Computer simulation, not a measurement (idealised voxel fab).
Process module under the name voxel capacitor over wiring
It is cross-section cut that appears here, measuring 230 nm in width, its square cells being 5 nm in size.
Notation: cross-section as square-cell grid; stated in bands, top first, going down; one or more cell rows per band. It is stipulated that each band's entry specify, in nanometres, the height of the top of the band and then that of its bottom, followed by the materials of the band in left-to-right sequence, each together with its width in nanometres. A single material marked by the word "full width" is understood to fill the band from edge to edge; the word "empty" is understood to denote empty space. Zero point of the height axis is 0; under it, received wafer = one material. Lowest band: continues down indefinitely, "0 and below". Note: "30->40" means the width goes from the first number (top row of the band) to the second number (bottom row) in equal steps per row of cells. Key: "no modification" - step with no changed cell in the cross-section. You'll see "Enclosed void list" listing empty spaces that have no way open to the top, as long as they're 8 cells or more; the notation is width x height at distance, where the distance is from the left edge, and all of it is in nm. Post-settings text on a step line: simulator's own remark regarding the step. "overlay nm", when on a step's line for a step with a mask, measures how far to the right of its planned place the mask lay; a negative measure means to the left. How should the pairs below be read? Each gives the cross-section before one process step and the cross-section after it, the latter drawn only to the lowest band that changed; the step that lies between them, with its settings, appears under the pair. Does a pair pick up where the pair above left off? Only where its entry headed "Incoming profile" says so, since pairs can come from different runs of this module on the same starting wafer.

## Incoming profile
- 0 and below: Si full width
- Enclosed void list: none

## Post-Step Snapshot
- 15 down to 0: SiO2 full width
- below 0: unchanged
- Enclosed void list: none
Intermediate step for the cross-sections above: CONFORMAL_DEP [material SiO2] [thk nm 15]

Incoming profile: refer to the pair immediately above; the cross-section shown after its step is the state before this one.

## Post-Step Snapshot
- 20 down to 15: SiCN full width
- below 15: unchanged
- Enclosed void list: none
Intermediate step for the cross-sections above: CONFORMAL_DEP [material SiCN] [thk nm 5]

Incoming profile: refer to the pair immediately above; the cross-section shown after its step is the state before this one.

## Post-Step Snapshot
- 35 down to 20: lowk full width
- below 20: unchanged
- Enclosed void list: none
Intermediate step for the cross-sections above: DIRECTIONAL_DEP [material lowk] [thk nm 15]

Incoming profile: refer to the pair immediately above; the cross-section shown after its step is the state before this one.

## Post-Step Snapshot
- 50 down to 35: 65 resist, 25 empty, 50 resist, 25 empty, 65 resist
- below 35: unchanged
- Enclosed void list: none
Intermediate step for the cross-sections above: PATTERN [tone open] [mask id METAL_1] [material resist] [width nm 25] [pitch nm 75] [thk nm 15] [overlay nm 0]

Incoming profile: refer to the pair immediately above; the cross-section shown after its step is the state before this one.

## Post-Step Snapshot
- 50 down to 35: 65 resist, 25 empty, 50 resist, 25 empty, 65 resist
- 35 down to 20: 65 lowk, 25 empty, 50 lowk, 25 empty, 65 lowk
- below 20: unchanged
- Enclosed void list: none
Intermediate step for the cross-sections above: DIRECTIONAL_ETCH [etch materials lowk] [depth nm 15]

Incoming profile: refer to the pair immediately above; the cross-section shown after its step is the state before this one.

## Post-Step Snapshot
- 50 down to 35: 65 resist, 25 empty, 50 resist, 25 empty, 65 resist
- 35 down to 20: 65 lowk, 25 empty, 50 lowk, 25 empty, 65 lowk
- 20 down to 15: 65 SiCN, 25 empty, 50 SiCN, 25 empty, 65 SiCN
- below 15: unchanged
- Enclosed void list: none
Intermediate step for the cross-sections above: DIRECTIONAL_ETCH [etch materials SiCN] [depth nm 5]

Incoming profile: refer to the pair immediately above; the cross-section shown after its step is the state before this one.

## Post-Step Snapshot
- 35 down to 20: 65 lowk, 25 empty, 50 lowk, 25 empty, 65 lowk
- below 20: unchanged
- Enclosed void list: none
Intermediate step for the cross-sections above: STRIP [etch materials resist]

Incoming profile: refer to the pair immediately above; the cross-section shown after its step is the state before this one.

## Post-Step Snapshot
- 40 down to 35: 70 TiN, 15 empty, 60 TiN, 15 empty, 70 TiN
- 35 down to 20: 65 lowk, 5 TiN, 15 empty, 5 TiN, 50 lowk, 5 TiN, 15 empty, 5 TiN, 65 lowk
- 20 down to 15: 65 SiCN, 25 TiN, 50 SiCN, 25 TiN, 65 SiCN
- below 15: unchanged
- Enclosed void list: none
Intermediate step for the cross-sections above: CONFORMAL_DEP [material TiN] [thk nm 5]

Incoming profile: refer to the pair immediately above; the cross-section shown after its step is the state before this one.

## Post-Step Snapshot
- 45 down to 40: Ru full width
- 40 down to 35: 70 TiN, 15 Ru, 60 TiN, 15 Ru, 70 TiN
- 35 down to 20: 65 lowk, 5 TiN, 15 Ru, 5 TiN, 50 lowk, 5 TiN, 15 Ru, 5 TiN, 65 lowk
- below 20: unchanged
- Enclosed void list: none
Intermediate step for the cross-sections above: FILL_DEP [material Ru] [thk nm 5]

Incoming profile: refer to the pair immediately above; the cross-section shown after its step is the state before this one.

## Post-Step Snapshot
- 35 down to 20: 65 lowk, 5 TiN, 15 Ru, 5 TiN, 50 lowk, 5 TiN, 15 Ru, 5 TiN, 65 lowk
- below 20: unchanged
- Enclosed void list: none
Intermediate step for the cross-sections above: CMP [height nm 35]

Incoming profile: refer to the pair immediately above; the cross-section shown after its step is the state before this one.

## Post-Step Snapshot
- 40 down to 35: 60 empty, 35 Ru, 40 empty, 35 Ru, 60 empty
- below 35: unchanged
- Enclosed void list: none
Intermediate step for the cross-sections above: EPI [material Ru] [thk nm 5]

Incoming profile: refer to the pair immediately above; the cross-section shown after its step is the state before this one.

## Post-Step Snapshot
- 45 down to 40: SiCN full width
- 40 down to 35: 60 SiCN, 35 Ru, 40 SiCN, 35 Ru, 60 SiCN
- below 35: unchanged
- Enclosed void list: none
Intermediate step for the cross-sections above: FILL_DEP [material SiCN] [thk nm 5]

Incoming profile: refer to the pair immediately above; the cross-section shown after its step is the state before this one.

## Post-Step Snapshot
- 65 down to 45: SiO2 full width
- below 45: unchanged
- Enclosed void list: none
Intermediate step for the cross-sections above: DIRECTIONAL_DEP [material SiO2] [thk nm 20]

Incoming profile: refer to the pair immediately above; the cross-section shown after its step is the state before this one.

## Post-Step Snapshot
- 75 down to 65: aC full width
- below 65: unchanged
- Enclosed void list: none
Intermediate step for the cross-sections above: DIRECTIONAL_DEP [material aC] [thk nm 10]

Incoming profile: refer to the pair immediately above; the cross-section shown after its step is the state before this one.

## Post-Step Snapshot
- 105 down to 75: 75 resist, 15 empty, 140 resist
- below 75: unchanged
- Enclosed void list: none
Intermediate step for the cross-sections above: PATTERN [tone open] [mask id PLUG_1] [material resist] [width nm 15] [thk nm 30] [overlay nm 0]

Incoming profile: refer to the pair immediately above; the cross-section shown after its step is the state before this one.

## Post-Step Snapshot
- 95 down to 75: 75 resist, 15 empty, 140 resist
- 75 down to 65: 75 aC, 15 empty, 140 aC
- below 65: unchanged
- Enclosed void list: none
Intermediate step for the cross-sections above: DIRECTIONAL_ETCH [etch materials aC] [depth nm 10]

Incoming profile: refer to the pair immediately above; the cross-section shown after its step is the state before this one.

## Post-Step Snapshot
- 75 down to 65: 75 aC, 15 empty, 140 aC
- below 65: unchanged
- Enclosed void list: none
Intermediate step for the cross-sections above: STRIP [etch materials resist]

Incoming profile: refer to the pair immediately above; the cross-section shown after its step is the state before this one.

## Post-Step Snapshot
- 75 down to 65: 75 aC, 15 empty, 140 aC
- 65 down to 45: 75 SiO2, 15 empty, 140 SiO2
- below 45: unchanged
- Enclosed void list: none
Intermediate step for the cross-sections above: DIRECTIONAL_ETCH [etch materials SiO2] [depth nm 20]

Incoming profile: refer to the pair immediately above; the cross-section shown after its step is the state before this one.

## Post-Step Snapshot
- 75 down to 65: 75 aC, 15 empty, 140 aC
- 65 down to 45: 75 SiO2, 15 empty, 140 SiO2
- 45 down to 40: 75 SiCN, 15 empty, 140 SiCN
- below 40: unchanged
- Enclosed void list: none
Intermediate step for the cross-sections above: DIRECTIONAL_ETCH [etch materials SiCN] [depth nm 5]

Incoming profile: refer to the pair immediately above; the cross-section shown after its step is the state before this one.

## Post-Step Snapshot
- 65 down to 45: 75 SiO2, 15 empty, 140 SiO2
- below 45: unchanged
- Enclosed void list: none
Intermediate step for the cross-sections above: STRIP [etch materials aC]

Incoming profile: refer to the pair immediately above; the cross-section shown after its step is the state before this one.

## Post-Step Snapshot
- 70 down to 65: 80 TiN, 5 empty, 145 TiN
- 65 down to 45: 75 SiO2, 5 TiN, 5 empty, 5 TiN, 140 SiO2
- 45 down to 40: 75 SiCN, 15 TiN, 140 SiCN
- below 40: unchanged
- Enclosed void list: none
Intermediate step for the cross-sections above: CONFORMAL_DEP [material TiN] [thk nm 5]

Incoming profile: refer to the pair immediately above; the cross-section shown after its step is the state before this one.

## Post-Step Snapshot
- 80 down to 70: W full width
- 70 down to 65: 80 TiN, 5 W, 145 TiN
- 65 down to 45: 75 SiO2, 5 TiN, 5 W, 5 TiN, 140 SiO2
- below 45: unchanged
- Enclosed void list: none
Intermediate step for the cross-sections above: FILL_DEP [material W] [thk nm 10]

Incoming profile: refer to the pair immediately above; the cross-section shown after its step is the state before this one.

## Post-Step Snapshot
- 65 down to 45: 75 SiO2, 5 TiN, 5 W, 5 TiN, 140 SiO2
- below 45: unchanged
- Enclosed void list: none
Intermediate step for the cross-sections above: CMP [height nm 65]

Incoming profile: refer to the pair immediately above; the cross-section shown after its step is the state before this one.

## Post-Step Snapshot
- 70 down to 65: TiN full width
- below 65: unchanged
- Enclosed void list: none
Intermediate step for the cross-sections above: DIRECTIONAL_DEP [material TiN] [thk nm 5]

Incoming profile: refer to the pair immediately above; the cross-section shown after its step is the state before this one.

## Post-Step Snapshot
- 75 down to 70: HfO2 full width
- below 70: unchanged
- Enclosed void list: none
Intermediate step for the cross-sections above: DIRECTIONAL_DEP [material HfO2] [thk nm 5]

Incoming profile: refer to the pair immediately above; the cross-section shown after its step is the state before this one.

## Post-Step Snapshot
- 80 down to 75: TiN full width
- below 75: unchanged
- Enclosed void list: none
Intermediate step for the cross-sections above: DIRECTIONAL_DEP [material TiN] [thk nm 5]

Incoming profile: refer to the pair immediately above; the cross-section shown after its step is the state before this one.

## Post-Step Snapshot
- 80 down to 75: 75 empty, 55 TiN, 100 empty
- below 75: unchanged
- Enclosed void list: none
Intermediate step for the cross-sections above: MASKED_ETCH [tone cover] [mask id UPPER_PLATE] [width nm 55] [etch materials TiN] [depth nm 5] [overlay nm 0]

Incoming profile: refer to the pair immediately above; the cross-section shown after its step is the state before this one.

## Post-Step Snapshot
- 80 down to 75: 75 empty, 55 TiN, 100 empty
- 75 down to 70: 75 empty, 55 HfO2, 100 empty
- below 70: unchanged
- Enclosed void list: none
Intermediate step for the cross-sections above: MASKED_ETCH [tone cover] [mask id UPPER_PLATE] [width nm 55] [etch materials HfO2] [depth nm 5] [overlay nm 0]

Incoming profile: refer to the pair immediately above; the cross-section shown after its step is the state before this one.

## Post-Step Snapshot
- 80 down to 75: 75 empty, 55 TiN, 100 empty
- 75 down to 70: 75 empty, 55 HfO2, 100 empty
- 70 down to 65: 70 empty, 65 TiN, 95 empty
- below 65: unchanged
- Enclosed void list: none
Intermediate step for the cross-sections above: MASKED_ETCH [tone cover] [mask id LOWER_PLATE] [width nm 65] [etch materials TiN] [depth nm 5] [overlay nm 0]

Incoming profile: refer to the pair immediately above; the cross-section shown after its step is the state before this one.

## Post-Step Snapshot
- 95 down to 80: SiO2 full width
- 80 down to 75: 75 SiO2, 55 TiN, 100 SiO2
- 75 down to 70: 75 SiO2, 55 HfO2, 100 SiO2
- 70 down to 65: 70 SiO2, 65 TiN, 95 SiO2
- below 65: unchanged
- Enclosed void list: none
Intermediate step for the cross-sections above: FILL_DEP [material SiO2] [thk nm 15]

Incoming profile: refer to the pair immediately above; the cross-section shown after its step is the state before this one.

## Post-Step Snapshot
- 90 down to 80: SiO2 full width
- below 80: unchanged
- Enclosed void list: none
Intermediate step for the cross-sections above: CMP [height nm 90]

Incoming profile: refer to the pair immediately above; the cross-section shown after its step is the state before this one.

## Post-Step Snapshot
- 90 down to 80: 85 SiO2, 15 empty, 130 SiO2
- below 80: unchanged
- Enclosed void list: none
Intermediate step for the cross-sections above: MASKED_ETCH [tone open] [mask id PLUG_2] [width nm 15] [etch materials SiO2] [depth nm 10] [overlay nm 0]

Incoming profile: refer to the pair immediately above; the cross-section shown after its step is the state before this one.

## Post-Step Snapshot
- 95 down to 90: 90 TiN, 5 empty, 135 TiN
- 90 down to 85: 85 SiO2, 5 TiN, 5 empty, 5 TiN, 130 SiO2
- 85 down to 75: 85->75 SiO2, 15->55 TiN, 130->100 SiO2
- below 75: unchanged
- Enclosed void list: none
Intermediate step for the cross-sections above: CONFORMAL_DEP [material TiN] [thk nm 5]

Incoming profile: refer to the pair immediately above; the cross-section shown after its step is the state before this one.

## Post-Step Snapshot
- 100 down to 95: Cu full width
- 95 down to 90: 90 TiN, 5 Cu, 135 TiN
- 90 down to 85: 85 SiO2, 5 TiN, 5 Cu, 5 TiN, 130 SiO2
- below 85: unchanged
- Enclosed void list: none
Intermediate step for the cross-sections above: FILL_DEP [material Cu] [thk nm 5]

Incoming profile: refer to the pair immediately above; the cross-section shown after its step is the state before this one.

## Post-Step Snapshot
- 90 down to 85: 85 SiO2, 5 TiN, 5 Cu, 5 TiN, 130 SiO2
- below 85: unchanged
- Enclosed void list: none
Intermediate step for the cross-sections above: CMP [height nm 90]

Incoming profile: refer to the pair immediately above; the cross-section shown after its step is the state before this one.

## Post-Step Snapshot
- 95 down to 90: SiN full width
- below 90: unchanged
- Enclosed void list: none
Intermediate step for the cross-sections above: CONFORMAL_DEP [material SiN] [thk nm 5]

## Incoming profile
- 40 down to 35: 60 empty, 35 Ru, 40 empty, 35 Ru, 60 empty
- 35 down to 20: 65 lowk, 5 TiN, 15 Ru, 5 TiN, 50 lowk, 5 TiN, 15 Ru, 5 TiN, 65 lowk
- 20 down to 15: 65 SiCN, 25 TiN, 50 SiCN, 25 TiN, 65 SiCN
- 15 down to 0: SiO2 full width
- 0 and below: Si full width
- Enclosed void list: none

## Post-Step Snapshot
- 60 down to 55: 60 empty, 35 SiO2, 40 empty, 35 SiO2, 60 empty
- 55 down to 40: SiO2 full width
- 40 down to 35: 60 SiO2, 35 Ru, 40 SiO2, 35 Ru, 60 SiO2
- below 35: unchanged
- Enclosed void list: none
Intermediate step for the cross-sections above: DIRECTIONAL_DEP [material SiO2] [thk nm 20]

Incoming profile: refer to the pair immediately above; the cross-section shown after its step is the state before this one.

## Post-Step Snapshot
- 70 down to 65: 60 empty, 35 aC, 40 empty, 35 aC, 60 empty
- 65 down to 60: aC full width
- 60 down to 55: 60 aC, 35 SiO2, 40 aC, 35 SiO2, 60 aC
- below 55: unchanged
- Enclosed void list: none
Intermediate step for the cross-sections above: DIRECTIONAL_DEP [material aC] [thk nm 10]

Incoming profile: refer to the pair immediately above; the cross-section shown after its step is the state before this one.

## Post-Step Snapshot
- 100 down to 70: 75 resist, 15 empty, 140 resist
- 70 down to 65: 60 resist, 35 aC, 40 resist, 35 aC, 60 resist
- below 65: unchanged
- Enclosed void list: none
Intermediate step for the cross-sections above: PATTERN [tone open] [mask id PLUG_1] [material resist] [width nm 15] [thk nm 30] [overlay nm 0]

Incoming profile: refer to the pair immediately above; the cross-section shown after its step is the state before this one.

## Post-Step Snapshot
- 90 down to 70: 75 resist, 15 empty, 140 resist
- 70 down to 65: 60 resist, 15 aC, 15 empty, 5 aC, 40 resist, 35 aC, 60 resist
- 65 down to 60: 75 aC, 15 empty, 140 aC
- below 60: unchanged
- Enclosed void list: none
Intermediate step for the cross-sections above: DIRECTIONAL_ETCH [etch materials aC] [depth nm 10]

Incoming profile: refer to the pair immediately above; the cross-section shown after its step is the state before this one.

## Post-Step Snapshot
- 70 down to 65: 60 empty, 15 aC, 15 empty, 5 aC, 40 empty, 35 aC, 60 empty
- below 65: unchanged
- Enclosed void list: none
Intermediate step for the cross-sections above: STRIP [etch materials resist]

Incoming profile: refer to the pair immediately above; the cross-section shown after its step is the state before this one.

## Post-Step Snapshot
- 70 down to 65: 60 empty, 15 aC, 15 empty, 5 aC, 40 empty, 35 aC, 60 empty
- 65 down to 60: 75 aC, 15 empty, 140 aC
- 60 down to 55: 60 aC, 15 SiO2, 15 empty, 5 SiO2, 40 aC, 35 SiO2, 60 aC
- 55 down to 40: 75 SiO2, 15 empty, 140 SiO2
- below 40: unchanged
- Enclosed void list: none
Intermediate step for the cross-sections above: DIRECTIONAL_ETCH [etch materials SiO2] [depth nm 20]

Incoming profile: refer to the pair immediately above; the cross-section shown after its step is the state before this one.

## Post-Step Snapshot
- 60 down to 55: 60 empty, 15 SiO2, 15 empty, 5 SiO2, 40 empty, 35 SiO2, 60 empty
- below 55: unchanged
- Enclosed void list: none
Intermediate step for the cross-sections above: STRIP [etch materials aC]

Incoming profile: refer to the pair immediately above; the cross-section shown after its step is the state before this one.

## Post-Step Snapshot
- 65 down to 60: 55 empty, 25 TiN, 5 empty, 15 TiN, 30 empty, 45 TiN, 55 empty
- 60 down to 55: 60 TiN, 15 SiO2, 5 TiN, 5 empty, 5 TiN, 5 SiO2, 40 TiN, 35 SiO2, 60 TiN
- 55 down to 45: 75 SiO2, 5 TiN, 5 empty, 5 TiN, 140 SiO2
- 45 down to 40: 75 SiO2, 15 TiN, 140 SiO2
- below 40: unchanged
- Enclosed void list: none
Intermediate step for the cross-sections above: CONFORMAL_DEP [material TiN] [thk nm 5]

Incoming profile: refer to the pair immediately above; the cross-section shown after its step is the state before this one.

## Post-Step Snapshot
- 75 down to 65: W full width
- 65 down to 60: 55 W, 25 TiN, 5 W, 15 TiN, 30 W, 45 TiN, 55 W
- 60 down to 55: 60 TiN, 15 SiO2, 5 TiN, 5 W, 5 TiN, 5 SiO2, 40 TiN, 35 SiO2, 60 TiN
- 55 down to 45: 75 SiO2, 5 TiN, 5 W, 5 TiN, 140 SiO2
- below 45: unchanged
- Enclosed void list: none
Intermediate step for the cross-sections above: FILL_DEP [material W] [thk nm 10]

Incoming profile: refer to the pair immediately above; the cross-section shown after its step is the state before this one.

## Post-Step Snapshot
- 65 down to 60: 55 W, 25 TiN, 5 W, 15 TiN, 30 W, 45 TiN, 55 W
- below 60: unchanged
- Enclosed void list: none
Intermediate step for the cross-sections above: CMP [height nm 65]

Incoming profile: refer to the pair immediately above; the cross-section shown after its step is the state before this one.

## Post-Step Snapshot
- 70 down to 65: TiN full width
- below 65: unchanged
- Enclosed void list: none
Intermediate step for the cross-sections above: DIRECTIONAL_DEP [material TiN] [thk nm 5]

Incoming profile: refer to the pair immediately above; the cross-section shown after its step is the state before this one.

## Post-Step Snapshot
- 75 down to 70: HfO2 full width
- below 70: unchanged
- Enclosed void list: none
Intermediate step for the cross-sections above: DIRECTIONAL_DEP [material HfO2] [thk nm 5]

Incoming profile: refer to the pair immediately above; the cross-section shown after its step is the state before this one.

## Post-Step Snapshot
- 80 down to 75: TiN full width
- below 75: unchanged
- Enclosed void list: none
Intermediate step for the cross-sections above: DIRECTIONAL_DEP [material TiN] [thk nm 5]

Incoming profile: refer to the pair immediately above; the cross-section shown after its step is the state before this one.

## Post-Step Snapshot
- 80 down to 75: 75 empty, 55 TiN, 100 empty
- below 75: unchanged
- Enclosed void list: none
Intermediate step for the cross-sections above: MASKED_ETCH [tone cover] [mask id UPPER_PLATE] [width nm 55] [etch materials TiN] [depth nm 5] [overlay nm 0]

Incoming profile: refer to the pair immediately above; the cross-section shown after its step is the state before this one.

## Post-Step Snapshot
- 80 down to 75: 75 empty, 55 TiN, 100 empty
- 75 down to 70: 75 empty, 55 HfO2, 100 empty
- below 70: unchanged
- Enclosed void list: none
Intermediate step for the cross-sections above: MASKED_ETCH [tone cover] [mask id UPPER_PLATE] [width nm 55] [etch materials HfO2] [depth nm 5] [overlay nm 0]

Incoming profile: refer to the pair immediately above; the cross-section shown after its step is the state before this one.

## Post-Step Snapshot
- 80 down to 75: 75 empty, 55 TiN, 100 empty
- 75 down to 70: 75 empty, 55 HfO2, 100 empty
- 70 down to 65: 70 empty, 65 TiN, 95 empty
- below 65: unchanged
- Enclosed void list: none
Intermediate step for the cross-sections above: MASKED_ETCH [tone cover] [mask id LOWER_PLATE] [width nm 65] [etch materials TiN] [depth nm 5] [overlay nm 0]

Incoming profile: refer to the pair immediately above; the cross-section shown after its step is the state before this one.

## Post-Step Snapshot
- 95 down to 80: SiO2 full width
- 80 down to 75: 75 SiO2, 55 TiN, 100 SiO2
- 75 down to 70: 75 SiO2, 55 HfO2, 100 SiO2
- 70 down to 65: 70 SiO2, 65 TiN, 95 SiO2
- below 65: unchanged
- Enclosed void list: none
Intermediate step for the cross-sections above: FILL_DEP [material SiO2] [thk nm 15]

Incoming profile: refer to the pair immediately above; the cross-section shown after its step is the state before this one.

## Post-Step Snapshot
- 90 down to 80: SiO2 full width
- below 80: unchanged
- Enclosed void list: none
Intermediate step for the cross-sections above: CMP [height nm 90]

Incoming profile: refer to the pair immediately above; the cross-section shown after its step is the state before this one.

## Post-Step Snapshot
- 90 down to 80: 85 SiO2, 15 empty, 130 SiO2
- below 80: unchanged
- Enclosed void list: none
Intermediate step for the cross-sections above: MASKED_ETCH [tone open] [mask id PLUG_2] [width nm 15] [etch materials SiO2] [depth nm 10] [overlay nm 0]

Incoming profile: refer to the pair immediately above; the cross-section shown after its step is the state before this one.

## Post-Step Snapshot
- 95 down to 90: 90 TiN, 5 empty, 135 TiN
- 90 down to 85: 85 SiO2, 5 TiN, 5 empty, 5 TiN, 130 SiO2
- 85 down to 75: 85->75 SiO2, 15->55 TiN, 130->100 SiO2
- below 75: unchanged
- Enclosed void list: none
Intermediate step for the cross-sections above: CONFORMAL_DEP [material TiN] [thk nm 5]

Incoming profile: refer to the pair immediately above; the cross-section shown after its step is the state before this one.

## Post-Step Snapshot
- 100 down to 95: Cu full width
- 95 down to 90: 90 TiN, 5 Cu, 135 TiN
- 90 down to 85: 85 SiO2, 5 TiN, 5 Cu, 5 TiN, 130 SiO2
- below 85: unchanged
- Enclosed void list: none
Intermediate step for the cross-sections above: FILL_DEP [material Cu] [thk nm 5]

Incoming profile: refer to the pair immediately above; the cross-section shown after its step is the state before this one.

## Post-Step Snapshot
- 90 down to 85: 85 SiO2, 5 TiN, 5 Cu, 5 TiN, 130 SiO2
- below 85: unchanged
- Enclosed void list: none
Intermediate step for the cross-sections above: CMP [height nm 90]

Incoming profile: refer to the pair immediately above; the cross-section shown after its step is the state before this one.

## Post-Step Snapshot
- 95 down to 90: SiN full width
- below 90: unchanged
- Enclosed void list: none
Intermediate step for the cross-sections above: CONFORMAL_DEP [material SiN] [thk nm 5]

## Incoming profile
- 15 down to 0: SiO2 full width
- 0 and below: Si full width
- Enclosed void list: none

## Post-Step Snapshot
- 30 down to 0: SiO2 full width
- below 0: unchanged
- Enclosed void list: none
Intermediate step for the cross-sections above: CONFORMAL_DEP [material SiO2] [thk nm 15]

Incoming profile: refer to the pair immediately above; the cross-section shown after its step is the state before this one.

## Post-Step Snapshot
- 35 down to 30: SiCN full width
- below 30: unchanged
- Enclosed void list: none
Intermediate step for the cross-sections above: CONFORMAL_DEP [material SiCN] [thk nm 5]

Incoming profile: refer to the pair immediately above; the cross-section shown after its step is the state before this one.

## Post-Step Snapshot
- 50 down to 35: lowk full width
- below 35: unchanged
- Enclosed void list: none
Intermediate step for the cross-sections above: DIRECTIONAL_DEP [material lowk] [thk nm 15]

Incoming profile: refer to the pair immediately above; the cross-section shown after its step is the state before this one.

## Post-Step Snapshot
- 65 down to 50: 65 resist, 25 empty, 50 resist, 25 empty, 65 resist
- below 50: unchanged
- Enclosed void list: none
Intermediate step for the cross-sections above: PATTERN [tone open] [mask id METAL_1] [material resist] [width nm 25] [pitch nm 75] [thk nm 15] [overlay nm 0]

Incoming profile: refer to the pair immediately above; the cross-section shown after its step is the state before this one.

## Post-Step Snapshot
- 65 down to 50: 65 resist, 25 empty, 50 resist, 25 empty, 65 resist
- 50 down to 35: 65 lowk, 25 empty, 50 lowk, 25 empty, 65 lowk
- below 35: unchanged
- Enclosed void list: none
Intermediate step for the cross-sections above: DIRECTIONAL_ETCH [etch materials lowk] [depth nm 15]

Incoming profile: refer to the pair immediately above; the cross-section shown after its step is the state before this one.

## Post-Step Snapshot
- 65 down to 50: 65 resist, 25 empty, 50 resist, 25 empty, 65 resist
- 50 down to 35: 65 lowk, 25 empty, 50 lowk, 25 empty, 65 lowk
- 35 down to 30: 65 SiCN, 25 empty, 50 SiCN, 25 empty, 65 SiCN
- below 30: unchanged
- Enclosed void list: none
Intermediate step for the cross-sections above: DIRECTIONAL_ETCH [etch materials SiCN] [depth nm 5]

Incoming profile: refer to the pair immediately above; the cross-section shown after its step is the state before this one.

## Post-Step Snapshot
- 50 down to 35: 65 lowk, 25 empty, 50 lowk, 25 empty, 65 lowk
- below 35: unchanged
- Enclosed void list: none
Intermediate step for the cross-sections above: STRIP [etch materials resist]

Incoming profile: refer to the pair immediately above; the cross-section shown after its step is the state before this one.

## Post-Step Snapshot
- 55 down to 50: 70 TiN, 15 empty, 60 TiN, 15 empty, 70 TiN
- 50 down to 35: 65 lowk, 5 TiN, 15 empty, 5 TiN, 50 lowk, 5 TiN, 15 empty, 5 TiN, 65 lowk
- 35 down to 30: 65 SiCN, 25 TiN, 50 SiCN, 25 TiN, 65 SiCN
- below 30: unchanged
- Enclosed void list: none
Intermediate step for the cross-sections above: CONFORMAL_DEP [material TiN] [thk nm 5]

Incoming profile: refer to the pair immediately above; the cross-section shown after its step is the state before this one.

## Post-Step Snapshot
- 60 down to 55: Ru full width
- 55 down to 50: 70 TiN, 15 Ru, 60 TiN, 15 Ru, 70 TiN
- 50 down to 35: 65 lowk, 5 TiN, 15 Ru, 5 TiN, 50 lowk, 5 TiN, 15 Ru, 5 TiN, 65 lowk
- below 35: unchanged
- Enclosed void list: none
Intermediate step for the cross-sections above: FILL_DEP [material Ru] [thk nm 5]

Incoming profile: refer to the pair immediately above; the cross-section shown after its step is the state before this one.

## Post-Step Snapshot
- 35 down to 30: 65 SiCN, 25 TiN, 50 SiCN, 25 TiN, 65 SiCN
- below 30: unchanged
- Enclosed void list: none
Intermediate step for the cross-sections above: CMP [height nm 35]

Incoming profile: refer to the pair immediately above; the cross-section shown after its step is the state before this one.

## Post-Step Snapshot
- 40 down to 35: 60 empty, 35 Ru, 40 empty, 35 Ru, 60 empty
- below 35: unchanged
- Enclosed void list: none
Intermediate step for the cross-sections above: EPI [material Ru] [thk nm 5]

Incoming profile: refer to the pair immediately above; the cross-section shown after its step is the state before this one.

## Post-Step Snapshot
- 45 down to 40: SiCN full width
- 40 down to 35: 60 SiCN, 35 Ru, 40 SiCN, 35 Ru, 60 SiCN
- below 35: unchanged
- Enclosed void list: none
Intermediate step for the cross-sections above: FILL_DEP [material SiCN] [thk nm 5]

Incoming profile: refer to the pair immediately above; the cross-section shown after its step is the state before this one.

## Post-Step Snapshot
- 65 down to 45: SiO2 full width
- below 45: unchanged
- Enclosed void list: none
Intermediate step for the cross-sections above: DIRECTIONAL_DEP [material SiO2] [thk nm 20]

Incoming profile: refer to the pair immediately above; the cross-section shown after its step is the state before this one.

## Post-Step Snapshot
- 75 down to 65: aC full width
- below 65: unchanged
- Enclosed void list: none
Intermediate step for the cross-sections above: DIRECTIONAL_DEP [material aC] [thk nm 10]

Incoming profile: refer to the pair immediately above; the cross-section shown after its step is the state before this one.

## Post-Step Snapshot
- 105 down to 75: 75 resist, 15 empty, 140 resist
- below 75: unchanged
- Enclosed void list: none
Intermediate step for the cross-sections above: PATTERN [tone open] [mask id PLUG_1] [material resist] [width nm 15] [thk nm 30] [overlay nm 0]

Incoming profile: refer to the pair immediately above; the cross-section shown after its step is the state before this one.

## Post-Step Snapshot
- 95 down to 75: 75 resist, 15 empty, 140 resist
- 75 down to 65: 75 aC, 15 empty, 140 aC
- below 65: unchanged
- Enclosed void list: none
Intermediate step for the cross-sections above: DIRECTIONAL_ETCH [etch materials aC] [depth nm 10]

Incoming profile: refer to the pair immediately above; the cross-section shown after its step is the state before this one.

## Post-Step Snapshot
- 75 down to 65: 75 aC, 15 empty, 140 aC
- below 65: unchanged
- Enclosed void list: none
Intermediate step for the cross-sections above: STRIP [etch materials resist]

Incoming profile: refer to the pair immediately above; the cross-section shown after its step is the state before this one.

## Post-Step Snapshot
- 75 down to 65: 75 aC, 15 empty, 140 aC
- 65 down to 45: 75 SiO2, 15 empty, 140 SiO2
- below 45: unchanged
- Enclosed void list: none
Intermediate step for the cross-sections above: DIRECTIONAL_ETCH [etch materials SiO2] [depth nm 20]

Incoming profile: refer to the pair immediately above; the cross-section shown after its step is the state before this one.

## Post-Step Snapshot
- 75 down to 65: 75 aC, 15 empty, 140 aC
- 65 down to 45: 75 SiO2, 15 empty, 140 SiO2
- 45 down to 40: 75 SiCN, 15 empty, 140 SiCN
- below 40: unchanged
- Enclosed void list: none
Intermediate step for the cross-sections above: DIRECTIONAL_ETCH [etch materials SiCN] [depth nm 5]

Incoming profile: refer to the pair immediately above; the cross-section shown after its step is the state before this one.

## Post-Step Snapshot
- 65 down to 45: 75 SiO2, 15 empty, 140 SiO2
- below 45: unchanged
- Enclosed void list: none
Intermediate step for the cross-sections above: STRIP [etch materials aC]

Incoming profile: refer to the pair immediately above; the cross-section shown after its step is the state before this one.

## Post-Step Snapshot
- 70 down to 65: 80 TiN, 5 empty, 145 TiN
- 65 down to 45: 75 SiO2, 5 TiN, 5 empty, 5 TiN, 140 SiO2
- 45 down to 40: 75 SiCN, 15 TiN, 140 SiCN
- below 40: unchanged
- Enclosed void list: none
Intermediate step for the cross-sections above: CONFORMAL_DEP [material TiN] [thk nm 5]

Incoming profile: refer to the pair immediately above; the cross-section shown after its step is the state before this one.

## Post-Step Snapshot
- 80 down to 70: W full width
- 70 down to 65: 80 TiN, 5 W, 145 TiN
- 65 down to 45: 75 SiO2, 5 TiN, 5 W, 5 TiN, 140 SiO2
- below 45: unchanged
- Enclosed void list: none
Intermediate step for the cross-sections above: FILL_DEP [material W] [thk nm 10]

Incoming profile: refer to the pair immediately above; the cross-section shown after its step is the state before this one.

## Post-Step Snapshot
- 65 down to 45: 75 SiO2, 5 TiN, 5 W, 5 TiN, 140 SiO2
- below 45: unchanged
- Enclosed void list: none
Intermediate step for the cross-sections above: CMP [height nm 65]

Incoming profile: refer to the pair immediately above; the cross-section shown after its step is the state before this one.

## Post-Step Snapshot
- 70 down to 65: TiN full width
- below 65: unchanged
- Enclosed void list: none
Intermediate step for the cross-sections above: DIRECTIONAL_DEP [material TiN] [thk nm 5]
